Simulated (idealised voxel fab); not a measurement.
A process module follows: voxel transistor to metal.
FYI the section here is cut, 265 nm wide, cells are 5 nm squares.
Cross-section format: a grid of square cells, given as bands from top to bottom; each band is one or more rows of cells.
Quick guide to a band line: top height, bottom height (nm) up front; then every material left to right with its width in nm. Only one material and it's marked "throughout"? Then it fills the band edge to edge. And "blank" just means empty space.
Below 0: as-received wafer, all one material; heights counted from there. Lowest band: no bottom, goes on down, written "top 0, no bottom".
Graded width ("30 to 40"): value in top row of band = first number; value in bottom row = second number; row-to-row change constant.
Reading "no change" for a step: not a cell of the cross-section changed in it.
"Internal closed voids" - sealed voids, min. 8 cells, no opening to top; format: width x height at distance (distance from left edge; nm throughout).
What comes after the settings on a step's line is commentary from the simulator itself on that step.
If you see "overlay nm" on a step's line and that step has a mask, it's telling you how far right of where it was planned the mask ended up; a negative number means it went left instead.
Pairs, read this way: before one process step on the one hand, after it on the other, the after cross-section ending at the lowest band that changed; the step between, settings included, beneath. Same starting wafer throughout, but possibly different runs of this module, so no pair continues from the pair above unless its entry headed "Before the step" says so.

## Before the step
top 115, bottom 80: SiO2 25, blank 15, SiO2 110, blank 15, SiO2 100
top 80, bottom 75: SiCN 25, blank 15, SiCN 110, blank 15, SiCN 100
top 75, bottom 55: SiO2 25, Ru 15, SiO2 60, Ru 15, SiO2 35, Ru 15, SiO2 60, Ru 15, SiO2 25
top 55, bottom 50: SiO2 25, TiN 15, SiO2 60, TiN 15, SiO2 35, TiN 15, SiO2 60, TiN 15, SiO2 25
top 50, bottom 40: SiO2 25, TiN 5, Ru 20, TiN 5, SiO2 30, TiN 5, Ru 20, TiN 5, SiO2 35, TiN 5, Ru 20, TiN 5, SiO2 30, TiN 5, Ru 20, TiN 5, SiO2 25
top 40, bottom 35: SiO2 25, TiN 5, Ru 15, TiN 10, SiO2 30, TiN 10, Ru 15, TiN 5, SiO2 35, TiN 5, Ru 15, TiN 10, SiO2 30, TiN 10, Ru 15, TiN 5, SiO2 25
top 35, bottom 30: SiO2 25, TiN 5, Ru 15, TiN 5, SiN 10, SiCN 20, SiN 10, TiN 5, Ru 15, TiN 5, SiO2 35, TiN 5, Ru 15, TiN 5, SiN 10, SiCN 20, SiN 10, TiN 5, Ru 15, TiN 5, SiO2 25
top 30, bottom 5: SiO2 25, TiN 5, Ru 15, TiN 5, SiN 10, polySi 20, SiN 10, TiN 5, Ru 15, TiN 5, SiO2 35, TiN 5, Ru 15, TiN 5, SiN 10, polySi 20, SiN 10, TiN 5, Ru 15, TiN 5, SiO2 25
top 5, bottom 0: SiO2 25, TiN 25, SiN 10, polySi 20, SiN 10, TiN 25, SiO2 35, TiN 25, SiN 10, polySi 20, SiN 10, TiN 25, SiO2 25
top 0, bottom -5: SiO2 20, pSi 30, SiO2 40, pSi 30, SiO2 25, pSi 30, SiO2 40, pSi 30, SiO2 20
top -5, bottom -40: SiO2 25, Si 90, SiO2 35, Si 90, SiO2 25
top -40, no bottom: Si throughout
Internal closed voids: none

## Step Result
top 120, bottom 115: TiN 30, blank 5, TiN 120, blank 5, TiN 105
top 115, bottom 80: SiO2 25, TiN 5, blank 5, TiN 5, SiO2 110, TiN 5, blank 5, TiN 5, SiO2 100
top 80, bottom 75: SiCN 25, TiN 15, SiCN 110, TiN 15, SiCN 100
No changes below 75.
Internal closed voids: none
Processing between the before and after sections above: CONFORMAL_DEP [material TiN] [thk nm 5]

Before the step: carried over from the after image of the pair right above.

## Step Result
top 130, bottom 120: Cu throughout
top 120, bottom 115: TiN 30, Cu 5, TiN 120, Cu 5, TiN 105
top 115, bottom 80: SiO2 25, TiN 5, Cu 5, TiN 5, SiO2 110, TiN 5, Cu 5, TiN 5, SiO2 100
No changes below 80.
Internal closed voids: none
Processing between the before and after sections above: FILL_DEP [material Cu] [thk nm 10]

Before the step: carried over from the after image of the pair right above.

## Step Result
top 115, bottom 80: SiO2 25, TiN 5, Cu 5, TiN 5, SiO2 110, TiN 5, Cu 5, TiN 5, SiO2 100
No changes below 80.
Internal closed voids: none
Processing between the before and after sections above: CMP [height nm 115]

Before the step: carried over from the after image of the pair right above.

## Step Result
top 120, bottom 115: SiCN throughout
No changes below 115.
Internal closed voids: none
Processing between the before and after sections above: CONFORMAL_DEP [material SiCN] [thk nm 5]

## Before the step
top 60, bottom 50: aC throughout
top 50, bottom 35: SiO2 throughout
top 35, bottom 20: SiO2 50, SiN 10, SiCN 20, SiN 10, SiO2 85, SiN 10, SiCN 20, SiN 10, SiO2 50
top 20, bottom 0: SiO2 50, SiN 10, polySi 20, SiN 10, SiO2 85, SiN 10, polySi 20, SiN 10, SiO2 50
top 0, bottom -5: SiO2 20, pSi 30, SiO2 40, pSi 30, SiO2 25, pSi 30, SiO2 40, pSi 30, SiO2 20
top -5, bottom -40: SiO2 25, Si 90, SiO2 35, Si 90, SiO2 25
top -40, no bottom: Si throughout
Internal closed voids: none

## Step Result
top 85, bottom 60: resist 20, blank 40, resist 20, blank 40, resist 25, blank 40, resist 20, blank 40, resist 20
No changes below 60.
Internal closed voids: none
Processing between the before and after sections above: PATTERN [tone open] [mask id CONTACT] [material resist] [width nm 40] [thk nm 25] [overlay nm 0]

Before the step: carried over from the after image of the pair right above.

## Step Result
top 75, bottom 60: resist 20, blank 40, resist 20, blank 40, resist 25, blank 40, resist 20, blank 40, resist 20
top 60, bottom 50: aC 20, blank 40, aC 20, blank 40, aC 25, blank 40, aC 20, blank 40, aC 20
No changes below 50.
Internal closed voids: none
Processing between the before and after sections above: DIRECTIONAL_ETCH [etch materials aC] [depth nm 10]

Before the step: carried over from the after image of the pair right above.

## Step Result
top 60, bottom 50: aC 20, blank 40, aC 20, blank 40, aC 25, blank 40, aC 20, blank 40, aC 20
No changes below 50.
Internal closed voids: none
Processing between the before and after sections above: STRIP [etch materials resist]

Before the step: carried over from the after image of the pair right above.

## Step Result
top 60, bottom 50: aC 20, blank 40, aC 20, blank 40, aC 25, blank 40, aC 20, blank 40, aC 20
top 50, bottom 35: SiO2 20, blank 40, SiO2 20, blank 40, SiO2 25, blank 40, SiO2 20, blank 40, SiO2 20
top 35, bottom 20: SiO2 20, blank 30, SiN 10, SiCN 20, SiN 10, blank 30, SiO2 25, blank 30, SiN 10, SiCN 20, SiN 10, blank 30, SiO2 20
top 20, bottom 0: SiO2 20, blank 30, SiN 10, polySi 20, SiN 10, blank 30, SiO2 25, blank 30, SiN 10, polySi 20, SiN 10, blank 30, SiO2 20
No changes below 0.
Internal closed voids: none
Processing between the before and after sections above: DIRECTIONAL_ETCH [etch materials SiO2] [depth nm 50]

Before the step: carried over from the after image of the pair right above.

## Step Result
top 50, bottom 35: SiO2 20, blank 40, SiO2 20, blank 40, SiO2 25, blank 40, SiO2 20, blank 40, SiO2 20
No changes below 35.
Internal closed voids: none
Processing between the before and after sections above: STRIP [etch materials aC]

Before the step: carried over from the after image of the pair right above.

## Step Result
top 55, bottom 50: TiN 25, blank 30, TiN 30, blank 30, TiN 35, blank 30, TiN 30, blank 30, TiN 25
top 50, bottom 40: SiO2 20, TiN 5, blank 30, TiN 5, SiO2 20, TiN 5, blank 30, TiN 5, SiO2 25, TiN 5, blank 30, TiN 5, SiO2 20, TiN 5, blank 30, TiN 5, SiO2 20
top 40, bottom 35: SiO2 20, TiN 5, blank 20, TiN 15, SiO2 20, TiN 15, blank 20, TiN 5, SiO2 25, TiN 5, blank 20, TiN 15, SiO2 20, TiN 15, blank 20, TiN 5, SiO2 20
top 35, bottom 20: SiO2 20, TiN 5, blank 20, TiN 5, SiN 10, SiCN 20, SiN 10, TiN 5, blank 20, TiN 5, SiO2 25, TiN 5, blank 20, TiN 5, SiN 10, SiCN 20, SiN 10, TiN 5, blank 20, TiN 5, SiO2 20
top 20, bottom 5: SiO2 20, TiN 5, blank 20, TiN 5, SiN 10, polySi 20, SiN 10, TiN 5, blank 20, TiN 5, SiO2 25, TiN 5, blank 20, TiN 5, SiN 10, polySi 20, SiN 10, TiN 5, blank 20, TiN 5, SiO2 20
top 5, bottom 0: SiO2 20, TiN 30, SiN 10, polySi 20, SiN 10, TiN 30, SiO2 25, TiN 30, SiN 10, polySi 20, SiN 10, TiN 30, SiO2 20
No changes below 0.
Internal closed voids: none
Processing between the before and after sections above: CONFORMAL_DEP [material TiN] [thk nm 5]

Before the step: carried over from the after image of the pair right above.

## Step Result
top 65, bottom 55: Ru throughout
top 55, bottom 50: TiN 25, Ru 30, TiN 30, Ru 30, TiN 35, Ru 30, TiN 30, Ru 30, TiN 25
top 50, bottom 40: SiO2 20, TiN 5, Ru 30, TiN 5, SiO2 20, TiN 5, Ru 30, TiN 5, SiO2 25, TiN 5, Ru 30, TiN 5, SiO2 20, TiN 5, Ru 30, TiN 5, SiO2 20
top 40, bottom 35: SiO2 20, TiN 5, Ru 20, TiN 15, SiO2 20, TiN 15, Ru 20, TiN 5, SiO2 25, TiN 5, Ru 20, TiN 15, SiO2 20, TiN 15, Ru 20, TiN 5, SiO2 20
top 35, bottom 20: SiO2 20, TiN 5, Ru 20, TiN 5, SiN 10, SiCN 20, SiN 10, TiN 5, Ru 20, TiN 5, SiO2 25, TiN 5, Ru 20, TiN 5, SiN 10, SiCN 20, SiN 10, TiN 5, Ru 20, TiN 5, SiO2 20
top 20, bottom 5: SiO2 20, TiN 5, Ru 20, TiN 5, SiN 10, polySi 20, SiN 10, TiN 5, Ru 20, TiN 5, SiO2 25, TiN 5, Ru 20, TiN 5, SiN 10, polySi 20, SiN 10, TiN 5, Ru 20, TiN 5, SiO2 20
No changes below 5.
Internal closed voids: none
Processing between the before and after sections above: FILL_DEP [material Ru] [thk nm 10]

Before the step: carried over from the after image of the pair right above.

## Step Result
top 50, bottom 40: SiO2 20, TiN 5, Ru 30, TiN 5, SiO2 20, TiN 5, Ru 30, TiN 5, SiO2 25, TiN 5, Ru 30, TiN 5, SiO2 20, TiN 5, Ru 30, TiN 5, SiO2 20
No changes below 40.
Internal closed voids: none
Processing between the before and after sections above: CMP [height nm 50]

Before the step: carried over from the after image of the pair right above.

## Step Result
top 55, bottom 50: TiN throughout
No changes below 50.
Internal closed voids: none
Processing between the before and after sections above: DIRECTIONAL_DEP [material TiN] [thk nm 5]

Before the step: carried over from the after image of the pair right above.

## Step Result
top 75, bottom 55: Ru throughout
No changes below 55.
Internal closed voids: none
Processing between the before and after sections above: DIRECTIONAL_DEP [material Ru] [thk nm 20]

Before the step: carried over from the after image of the pair right above.

## Step Result
top 90, bottom 75: blank 25, resist 15, blank 60, resist 15, blank 35, resist 15, blank 60, resist 15, blank 25
No changes below 75.
Internal closed voids: none
Processing between the before and after sections above: PATTERN [tone cover] [mask id METAL_1] [material resist] [width nm 15] [thk nm 15] [overlay nm 0]

Before the step: carried over from the after image of the pair right above.

## Step Result
top 90, bottom 75: blank 25, resist 15, blank 60, resist 15, blank 35, resist 15, blank 60, resist 15, blank 25
top 75, bottom 55: blank 25, Ru 15, blank 60, Ru 15, blank 35, Ru 15, blank 60, Ru 15, blank 25
No changes below 55.
Internal closed voids: none
Processing between the before and after sections above: DIRECTIONAL_ETCH [etch materials Ru] [depth nm 20]

Before the step: carried over from the after image of the pair right above.

## Step Result
top 90, bottom 75: blank 25, resist 15, blank 60, resist 15, blank 35, resist 15, blank 60, resist 15, blank 25
top 75, bottom 55: blank 25, Ru 15, blank 60, Ru 15, blank 35, Ru 15, blank 60, Ru 15, blank 25
top 55, bottom 50: blank 25, TiN 15, blank 60, TiN 15, blank 35, TiN 15, blank 60, TiN 15, blank 25
No changes below 50.
Internal closed voids: none
Processing between the before and after sections above: DIRECTIONAL_ETCH [etch materials TiN] [depth nm 5]

Before the step: carried over from the after image of the pair right above.

## Step Result
top 75, bottom 55: blank 25, Ru 15, blank 60, Ru 15, blank 35, Ru 15, blank 60, Ru 15, blank 25
No changes below 55.
Internal closed voids: none
Processing between the before and after sections above: STRIP [etch materials resist]

Before the step: carried over from the after image of the pair right above.

## Step Result
top 80, bottom 75: SiO2 throughout
top 75, bottom 55: SiO2 25, Ru 15, SiO2 60, Ru 15, SiO2 35, Ru 15, SiO2 60, Ru 15, SiO2 25
top 55, bottom 50: SiO2 25, TiN 15, SiO2 60, TiN 15, SiO2 35, TiN 15, SiO2 60, TiN 15, SiO2 25
No changes below 50.
Internal closed voids: none
Processing between the before and after sections above: FILL_DEP [material SiO2] [thk nm 5]

Before the step: carried over from the after image of the pair right above.

## Step Result
top 75, bottom 55: SiO2 25, Ru 15, SiO2 60, Ru 15, SiO2 35, Ru 15, SiO2 60, Ru 15, SiO2 25
No changes below 55.
Internal closed voids: none
Processing between the before and after sections above: CMP [height nm 75]

Before the step: carried over from the after image of the pair right above.

## Step Result
top 80, bottom 75: SiCN throughout
No changes below 75.
Internal closed voids: none
Processing between the before and after sections above: CONFORMAL_DEP [material SiCN] [thk nm 5]

Before the step: carried over from the after image of the pair right above.

## Step Result
top 115, bottom 80: SiO2 throughout
No changes below 80.
Internal closed voids: none
Processing between the before and after sections above: DIRECTIONAL_DEP [material SiO2] [thk nm 35]

Before the step: carried over from the after image of the pair right above.

## Step Result
top 130, bottom 115: aC throughout
No changes below 115.
Internal closed voids: none
Processing between the before and after sections above: DIRECTIONAL_DEP [material aC] [thk nm 15]

Before the step: carried over from the after image of the pair right above.

## Step Result
top 160, bottom 130: resist 25, blank 15, resist 110, blank 15, resist 100
No changes below 130.
Internal closed voids: none
Processing between the before and after sections above: PATTERN [tone open] [mask id METAL_2] [material resist] [width nm 15] [pitch nm 125] [thk nm 30] [overlay nm 0]

Before the step: carried over from the after image of the pair right above.

## Step Result
top 145, bottom 130: resist 25, blank 15, resist 110, blank 15, resist 100
top 130, bottom 115: aC 25, blank 15, aC 110, blank 15, aC 100
No changes below 115.
Internal closed voids: none
Processing between the before and after sections above: DIRECTIONAL_ETCH [etch materials aC] [depth nm 15]

Before the step: carried over from the after image of the pair right above.

## Step Result
top 130, bottom 115: aC 25, blank 15, aC 110, blank 15, aC 100
No changes below 115.
Internal closed voids: none
Processing between the before and after sections above: STRIP [etch materials resist]

Before the step: carried over from the after image of the pair right above.

## Step Result
top 130, bottom 115: aC 25, blank 15, aC 110, blank 15, aC 100
top 115, bottom 95: SiO2 25, blank 15, SiO2 110, blank 15, SiO2 100
No changes below 95.
Internal closed voids: none
Processing between the before and after sections above: DIRECTIONAL_ETCH [etch materials SiO2] [depth nm 20]

Before the step: carried over from the after image of the pair right above.

## Step Result
top 115, bottom 95: SiO2 25, blank 15, SiO2 110, blank 15, SiO2 100
No changes below 95.
Internal closed voids: none
Processing between the before and after sections above: STRIP [etch materials aC]

Before the step: carried over from the after image of the pair right above.

## Step Result
top 125, bottom 115: aC 25, blank 15, aC 110, blank 15, aC 100
top 115, bottom 105: SiO2 25, blank 15, SiO2 110, blank 15, SiO2 100
top 105, bottom 95: SiO2 25, aC 15, SiO2 110, aC 15, SiO2 100
No changes below 95.
Internal closed voids: none
Processing between the before and after sections above: DIRECTIONAL_DEP [material aC] [thk nm 10]

Before the step: carried over from the after image of the pair right above.

## Step Result
top 150, bottom 125: resist 25, blank 15, resist 110, blank 15, resist 100
No changes below 125.
Internal closed voids: none
Processing between the before and after sections above: PATTERN [tone open] [mask id METAL_2_HOLES] [material resist] [width nm 15] [pitch nm 125] [thk nm 25] [overlay nm 0]

Before the step: carried over from the after image of the pair right above.

## Step Result
top 140, bottom 125: resist 25, blank 15, resist 110, blank 15, resist 100
top 125, bottom 115: aC 25, blank 15, aC 110, blank 15, aC 100
top 115, bottom 95: SiO2 25, blank 15, SiO2 110, blank 15, SiO2 100
No changes below 95.
Internal closed voids: none
Processing between the before and after sections above: DIRECTIONAL_ETCH [etch materials aC] [depth nm 10]

Before the step: carried over from the after image of the pair right above.

## Step Result
top 125, bottom 115: aC 25, blank 15, aC 110, blank 15, aC 100
No changes below 115.
Internal closed voids: none
Processing between the before and after sections above: STRIP [etch materials resist]

Before the step: carried over from the after image of the pair right above.

## Step Result
top 125, bottom 115: aC 25, blank 15, aC 110, blank 15, aC 100
top 115, bottom 80: SiO2 25, blank 15, SiO2 110, blank 15, SiO2 100
No changes below 80.
Internal closed voids: none
Processing between the before and after sections above: DIRECTIONAL_ETCH [etch materials SiO2] [depth nm 15]

Before the step: carried over from the after image of the pair right above.

## Step Result
top 125, bottom 115: aC 25, blank 15, aC 110, blank 15, aC 100
top 115, bottom 80: SiO2 25, blank 15, SiO2 110, blank 15, SiO2 100
top 80, bottom 75: SiCN 25, blank 15, SiCN 110, blank 15, SiCN 100
No changes below 75.
Internal closed voids: none
Processing between the before and after sections above: DIRECTIONAL_ETCH [etch materials SiCN] [depth nm 5]

Before the step: carried over from the after image of the pair right above.

## Step Result
top 115, bottom 80: SiO2 25, blank 15, SiO2 110, blank 15, SiO2 100
No changes below 80.
Internal closed voids: none
Processing between the before and after sections above: STRIP [etch materials aC]

Before the step: carried over from the after image of the pair right above.

## Step Result
top 120, bottom 115: TiN 30, blank 5, TiN 120, blank 5, TiN 105
top 115, bottom 80: SiO2 25, TiN 5, blank 5, TiN 5, SiO2 110, TiN 5, blank 5, TiN 5, SiO2 100
top 80, bottom 75: SiCN 25, TiN 15, SiCN 110, TiN 15, SiCN 100
No changes below 75.
Internal closed voids: none
Processing between the before and after sections above: CONFORMAL_DEP [material TiN] [thk nm 5]

Before the step: carried over from the after image of the pair right above.

## Step Result
top 130, bottom 120: Cu throughout
top 120, bottom 115: TiN 30, Cu 5, TiN 120, Cu 5, TiN 105
top 115, bottom 80: SiO2 25, TiN 5, Cu 5, TiN 5, SiO2 110, TiN 5, Cu 5, TiN 5, SiO2 100
No changes below 80.
Internal closed voids: none
Processing between the before and after sections above: FILL_DEP [material Cu] [thk nm 10]

Before the step: carried over from the after image of the pair right above.

## Step Result
top 115, bottom 80: SiO2 25, TiN 5, Cu 5, TiN 5, SiO2 110, TiN 5, Cu 5, TiN 5, SiO2 100
No changes below 80.
Internal closed voids: none
Processing between the before and after sections above: CMP [height nm 115]

Before the step: carried over from the after image of the pair right above.

## Step Result
top 120, bottom 115: SiCN throughout
No changes below 115.
Internal closed voids: none
Processing between the before and after sections above: CONFORMAL_DEP [material SiCN] [thk nm 5]

## Before the step
top 125, bottom 115: aC 25, blank 15, aC 110, blank 15, aC 100
top 115, bottom 105: SiO2 25, blank 15, SiO2 110, blank 15, SiO2 100
top 105, bottom 95: SiO2 25, aC 15, SiO2 110, aC 15, SiO2 100
top 95, bottom 80: SiO2 throughout
top 80, bottom 75: SiCN throughout
top 75, bottom 55: SiO2 25, Ru 15, SiO2 60, Ru 15, SiO2 35, Ru 15, SiO2 60, Ru 15, SiO2 25
top 55, bottom 50: SiO2 25, TiN 15, SiO2 60, TiN 15, SiO2 35, TiN 15, SiO2 60, TiN 15, SiO2 25
top 50, bottom 40: SiO2 25, TiN 5, Ru 20, TiN 5, SiO2 30, TiN 5, Ru 20, TiN 5, SiO2 35, TiN 5, Ru 20, TiN 5, SiO2 30, TiN 5, Ru 20, TiN 5, SiO2 25
top 40, bottom 35: SiO2 25, TiN 5, Ru 15, TiN 10, SiO2 30, TiN 10, Ru 15, TiN 5, SiO2 35, TiN 5, Ru 15, TiN 10, SiO2 30, TiN 10, Ru 15, TiN 5, SiO2 25
top 35, bottom 20: SiO2 25, TiN 5, Ru 15, TiN 5, SiN 10, SiCN 20, SiN 10, TiN 5, Ru 15, TiN 5, SiO2 35, TiN 5, Ru 15, TiN 5, SiN 10, SiCN 20, SiN 10, TiN 5, Ru 15, TiN 5, SiO2 25
top 20, bottom 5: SiO2 25, TiN 5, Ru 15, TiN 5, SiN 10, polySi 20, SiN 10, TiN 5, Ru 15, TiN 5, SiO2 35, TiN 5, Ru 15, TiN 5, SiN 10, polySi 20, SiN 10, TiN 5, Ru 15, TiN 5, SiO2 25
top 5, bottom 0: SiO2 25, TiN 25, SiN 10, polySi 20, SiN 10, TiN 25, SiO2 35, TiN 25, SiN 10, polySi 20, SiN 10, TiN 25, SiO2 25
top 0, bottom -5: SiO2 20, pSi 30, SiO2 40, pSi 30, SiO2 25, pSi 30, SiO2 40, pSi 30, SiO2 20
top -5, bottom -40: SiO2 25, Si 90, SiO2 35, Si 90, SiO2 25
top -40, no bottom: Si throughout
Internal closed voids: none

## Step Result
top 150, bottom 125: resist 20, blank 15, resist 110, blank 15, resist 105
top 125, bottom 115: aC 25, blank 10, resist 5, aC 110, blank 10, resist 5, aC 100
top 115, bottom 105: SiO2 25, blank 10, resist 5, SiO2 110, blank 10, resist 5, SiO2 100
No changes below 105.
Internal closed voids: none
Processing between the before and after sections above: PATTERN [tone open] [mask id METAL_2_HOLES] [material resist] [width nm 15] [pitch nm 125] [thk nm 25] [overlay nm -5]

Before the step: carried over from the after image of the pair right above.

## Step Result
top 140, bottom 125: resist 20, blank 15, resist 110, blank 15, resist 105
top 125, bottom 115: aC 20, blank 15, resist 5, aC 105, blank 15, resist 5, aC 100
top 115, bottom 105: SiO2 25, blank 10, resist 5, SiO2 110, blank 10, resist 5, SiO2 100
top 105, bottom 95: SiO2 25, blank 10, aC 5, SiO2 110, blank 10, aC 5, SiO2 100
No changes below 95.
Internal closed voids: none
Processing between the before and after sections above: DIRECTIONAL_ETCH [etch materials aC] [depth nm 10]

Before the step: carried over from the after image of the pair right above.

## Step Result
top 125, bottom 115: aC 20, blank 20, aC 105, blank 20, aC 100
top 115, bottom 105: SiO2 25, blank 15, SiO2 110, blank 15, SiO2 100
No changes below 105.
Internal closed voids: none
Processing between the before and after sections above: STRIP [etch materials resist]

Before the step: carried over from the after image of the pair right above.

## Step Result
top 125, bottom 115: aC 20, blank 20, aC 105, blank 20, aC 100
top 115, bottom 105: SiO2 20, blank 20, SiO2 105, blank 20, SiO2 100
top 105, bottom 95: SiO2 20 to 25, blank 15 to 10, aC 5, SiO2 105 to 110, blank 15 to 10, aC 5, SiO2 100
top 95, bottom 80: SiO2 25, blank 10, SiO2 115, blank 10, SiO2 105
No changes below 80.
Internal closed voids: none
Processing between the before and after sections above: DIRECTIONAL_ETCH [etch materials SiO2] [depth nm 15]

Before the step: carried over from the after image of the pair right above.

## Step Result
top 125, bottom 115: aC 20, blank 20, aC 105, blank 20, aC 100
top 115, bottom 105: SiO2 20, blank 20, SiO2 105, blank 20, SiO2 100
top 105, bottom 95: SiO2 20 to 25, blank 15 to 10, aC 5, SiO2 105 to 110, blank 15 to 10, aC 5, SiO2 100
top 95, bottom 80: SiO2 25, blank 10, SiO2 115, blank 10, SiO2 105
top 80, bottom 75: SiCN 25, blank 10, SiCN 115, blank 10, SiCN 105
No changes below 75.
Internal closed voids: none
Processing between the before and after sections above: DIRECTIONAL_ETCH [etch materials SiCN] [depth nm 5]

Before the step: carried over from the after image of the pair right above.

## Step Result
top 115, bottom 100: SiO2 20, blank 20, SiO2 105, blank 20, SiO2 100
top 100, bottom 95: SiO2 25, blank 15, SiO2 110, blank 15, SiO2 100
No changes below 95.
Internal closed voids: none
Processing between the before and after sections above: STRIP [etch materials aC]

Before the step: carried over from the after image of the pair right above.

## Step Result
top 120, bottom 115: TiN 25, blank 10, TiN 115, blank 10, TiN 105
top 115, bottom 105: SiO2 20, TiN 5, blank 10, TiN 5, SiO2 105, TiN 5, blank 10, TiN 5, SiO2 100
top 105, bottom 100: SiO2 20, TiN 10, blank 5, TiN 5, SiO2 105, TiN 10, blank 5, TiN 5, SiO2 100
top 100, bottom 95: SiO2 25, TiN 15, SiO2 110, TiN 15, SiO2 100
top 95, bottom 80: SiO2 25, TiN 10, SiO2 115, TiN 10, SiO2 105
top 80, bottom 75: SiCN 25, TiN 10, SiCN 115, TiN 10, SiCN 105
No changes below 75.
Internal closed voids: none
Processing between the before and after sections above: CONFORMAL_DEP [material TiN] [thk nm 5]

Before the step: carried over from the after image of the pair right above.

## Step Result
top 130, bottom 120: Cu throughout
top 120, bottom 115: TiN 25, Cu 10, TiN 115, Cu 10, TiN 105
top 115, bottom 105: SiO2 20, TiN 5, Cu 10, TiN 5, SiO2 105, TiN 5, Cu 10, TiN 5, SiO2 100
top 105, bottom 100: SiO2 20, TiN 10, Cu 5, TiN 5, SiO2 105, TiN 10, Cu 5, TiN 5, SiO2 100
No changes below 100.
Internal closed voids: none
Processing between the before and after sections above: FILL_DEP [material Cu] [thk nm 10]

Before the step: carried over from the after image of the pair right above.

## Step Result
top 115, bottom 105: SiO2 20, TiN 5, Cu 10, TiN 5, SiO2 105, TiN 5, Cu 10, TiN 5, SiO2 100
No changes below 105.
Internal closed voids: none
Processing between the before and after sections above: CMP [height nm 115]

Before the step: carried over from the after image of the pair right above.

## Step Result
top 120, bottom 115: SiCN throughout
No changes below 115.
Internal closed voids: none
Processing between the before and after sections above: CONFORMAL_DEP [material SiCN] [thk nm 5]

## Before the step
top 120, bottom 115: TiN 30, blank 5, TiN 120, blank 5, TiN 105
top 115, bottom 80: SiO2 25, TiN 5, blank 5, TiN 5, SiO2 110, TiN 5, blank 5, TiN 5, SiO2 100
top 80, bottom 75: SiCN 25, TiN 15, SiCN 110, TiN 15, SiCN 100
top 75, bottom 55: SiO2 25, Ru 15, SiO2 60, Ru 15, SiO2 35, Ru 15, SiO2 60, Ru 15, SiO2 25
top 55, bottom 50: SiO2 25, TiN 15, SiO2 60, TiN 15, SiO2 35, TiN 15, SiO2 60, TiN 15, SiO2 25
top 50, bottom 40: SiO2 25, TiN 5, Ru 20, TiN 5, SiO2 30, TiN 5, Ru 20, TiN 5, SiO2 35, TiN 5, Ru 20, TiN 5, SiO2 30, TiN 5, Ru 20, TiN 5, SiO2 25
top 40, bottom 35: SiO2 25, TiN 5, Ru 15, TiN 10, SiO2 30, TiN 10, Ru 15, TiN 5, SiO2 35, TiN 5, Ru 15, TiN 10, SiO2 30, TiN 10, Ru 15, TiN 5, SiO2 25
top 35, bottom 20: SiO2 25, TiN 5, Ru 15, TiN 5, SiN 10, SiCN 20, SiN 10, TiN 5, Ru 15, TiN 5, SiO2 35, TiN 5, Ru 15, TiN 5, SiN 10, SiCN 20, SiN 10, TiN 5, Ru 15, TiN 5, SiO2 25
top 20, bottom 5: SiO2 25, TiN 5, Ru 15, TiN 5, SiN 10, polySi 20, SiN 10, TiN 5, Ru 15, TiN 5, SiO2 35, TiN 5, Ru 15, TiN 5, SiN 10, polySi 20, SiN 10, TiN 5, Ru 15, TiN 5, SiO2 25
top 5, bottom 0: SiO2 25, TiN 25, SiN 10, polySi 20, SiN 10, TiN 25, SiO2 35, TiN 25, SiN 10, polySi 20, SiN 10, TiN 25, SiO2 25
top 0, bottom -5: SiO2 20, pSi 30, SiO2 40, pSi 30, SiO2 25, pSi 30, SiO2 40, pSi 30, SiO2 20
top -5, bottom -40: SiO2 25, Si 90, SiO2 35, Si 90, SiO2 25
top -40, no bottom: Si throughout
Internal closed voids: none

## Step Result
top 130, bottom 120: SiN throughout
top 120, bottom 115: TiN 30, SiN 5, TiN 120, SiN 5, TiN 105
top 115, bottom 80: SiO2 25, TiN 5, SiN 5, TiN 5, SiO2 110, TiN 5, SiN 5, TiN 5, SiO2 100
No changes below 80.
Internal closed voids: none
Processing between the before and after sections above: FILL_DEP [material SiN] [thk nm 10]

Before the step: carried over from the after image of the pair right above.

## Step Result
top 115, bottom 80: SiO2 25, TiN 5, SiN 5, TiN 5, SiO2 110, TiN 5, SiN 5, TiN 5, SiO2 100
No changes below 80.
Internal closed voids: none
Processing between the before and after sections above: CMP [height nm 115]

Before the step: carried over from the after image of the pair right above.

## Step Result
top 120, bottom 115: SiCN throughout
No changes below 115.
Internal closed voids: none
Processing between the before and after sections above: CONFORMAL_DEP [material SiCN] [thk nm 5]

## Before the step
top 35, bottom 20: SiCN throughout
top 20, bottom 0: polySi throughout
top 0, bottom -5: SiO2 throughout
top -5, bottom -40: SiO2 25, Si 90, SiO2 35, Si 90, SiO2 25
top -40, no bottom: Si throughout
Internal closed voids: none

## Step Result
top 35, bottom 20: SiCN 60, blank 20, SiCN 105, blank 20, SiCN 60
No changes below 20.
Internal closed voids: none
Processing between the before and after sections above: MASKED_ETCH [tone open] [mask id GATE] [width nm 20] [pitch nm 125] [etch materials SiCN] [depth nm 25] [overlay nm 0]

Before the step: carried over from the after image of the pair right above.

## Step Result
top 45, bottom 35: SiN throughout
top 35, bottom 20: SiCN 60, SiN 20, SiCN 105, SiN 20, SiCN 60
No changes below 20.
Internal closed voids: none
Processing between the before and after sections above: CONFORMAL_DEP [material SiN] [thk nm 10]

Before the step: carried over from the after image of the pair right above.

## Step Result
top 35, bottom 20: SiCN 60, SiN 20, SiCN 105, SiN 20, SiCN 60
No changes below 20.
Internal closed voids: none
Processing between the before and after sections above: DIRECTIONAL_ETCH [etch materials SiN] [depth nm 10]

Before the step: carried over from the after image of the pair right above.

## Step Result
top 40, bottom 35: SiO2 throughout
No changes below 35.
Internal closed voids: none
Processing between the before and after sections above: FILL_DEP [material SiO2] [thk nm 5]

Before the step: carried over from the after image of the pair right above.

## Step Result
top 35, bottom 20: SiCN 60, SiN 20, SiCN 105, SiN 20, SiCN 60
No changes below 20.
Internal closed voids: none
Processing between the before and after sections above: CMP [height nm 35]

Before the step: carried over from the after image of the pair right above.

## Step Result
top 50, bottom 35: SiO2 throughout
No changes below 35.
Internal closed voids: none
Processing between the before and after sections above: DIRECTIONAL_DEP [material SiO2] [thk nm 15]

Before the step: carried over from the after image of the pair right above.

## Step Result
top 60, bottom 50: aC throughout
No changes below 50.
Internal closed voids: none
Processing between the before and after sections above: DIRECTIONAL_DEP [material aC] [thk nm 10]
